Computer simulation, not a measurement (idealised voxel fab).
Proc. module: voxel ribs on slabs
240 nm wide, 5 nm square cells: that's cross-section cut.
Just so we're on the same page, the cross-sections are grids of square cells, and they're listed out in bands top to bottom, each band one or more rows deep.
Top height, bottom height, nm. Materials left to right, width each, nm. Single material + "full width" = fills band edge to edge. "air" = empty.
The level at which height equals 0 is the one under which the wafer, as it arrives, is entirely one material. No lower edge exists for the bottom band, which continues downward and is notated as in "0..down".
Read "30..40" as a graded width: first number on top, second number at the bottom, same change between each pair of neighbouring rows.
"nothing got changed" means the step left every cell of the cross-section as it was.
So "Voids, sealed" is basically the list of trapped voids: any empty space of 8 cells or more that can't reach the top through an opening. They're written width x height at distance, the distance being from the left edge, and it's all nm.
Past the settings on a step's line: simulator remark, on that step.
Regarding "overlay nm": on a step with a mask, it is the distance the mask lay to the right of its planned place; a negative value places it to the left.

**Below is the list of planned process steps**
1: op RECEIVE | material Si
2: op DIRECTIONAL_DEP | material SiO2 | thk nm 30
3: op DIRECTIONAL_DEP | material SiN | thk nm 25
4: op MASKED_ETCH | tone cover | mask id RIB | width nm 30 | etch materials SiN | depth nm 20 | overlay nm 0
5: op PATTERN | tone cover | mask id SLAB | material resist | width nm 80 | thk nm 20 | overlay nm 0
6: op DIRECTIONAL_ETCH | etch materials SiN | depth nm 5
7: op STRIP | etch materials resist
8: op FILL_DEP | material SiO2 | thk nm 20
9: op CMP | height nm 65
10: op DIRECTIONAL_DEP | material TiN | thk nm 5
11: op MASKED_ETCH | tone cover | mask id HEATER | width nm 40 | etch materials TiN | depth nm 5 | overlay nm 0
12: op CONFORMAL_DEP | material SiO2 | thk nm 10

**Wafer as received: cross-section following step 1**
* 0..down | Si full width
* Voids, sealed: none

**Cross-section: first of two wafers, module finished, run according to plan**
* 80..75 | 90 air | 60 SiO2 | 90 air
* 75..70 | SiO2 full width
* 70..65 | 100 SiO2 | 40 TiN | 100 SiO2
* 65..55 | SiO2 full width
* 55..35 | 105 SiO2 | 30 SiN | 105 SiO2
* 35..30 | 80 SiO2 | 80 SiN | 80 SiO2
* 30..0 | SiO2 full width
* 0..down | Si full width
* Voids, sealed: none

**What the second wafer looks like in cross-section once the module is done. Its start and its plan matched the first wafer's exactly; what differed was one mistake in how it was run**
* 80..75 | 90 air | 60 SiO2 | 90 air
* 75..70 | SiO2 full width
* 70..65 | 100 SiO2 | 40 TiN | 100 SiO2
* 65..55 | SiO2 full width
* 55..50 | 80 SiO2 | 25 SiN | 30 SiO2 | 25 SiN | 80 SiO2
* 50..35 | 105 SiN | 30 SiO2 | 105 SiN
* 35..30 | SiN full width
* 30..0 | SiO2 full width
* 0..down | Si full width
* Voids, sealed: none
In executing the process, a mistake was made relative to the plan: step 4 changed vs plan, executed as op MASKED_ETCH | tone open | mask id RIB | width nm 30 | etch materials SiN | depth nm 20 | overlay nm 0
at the end the second wafer has, in cells: SiN +144 | SiO2 -144
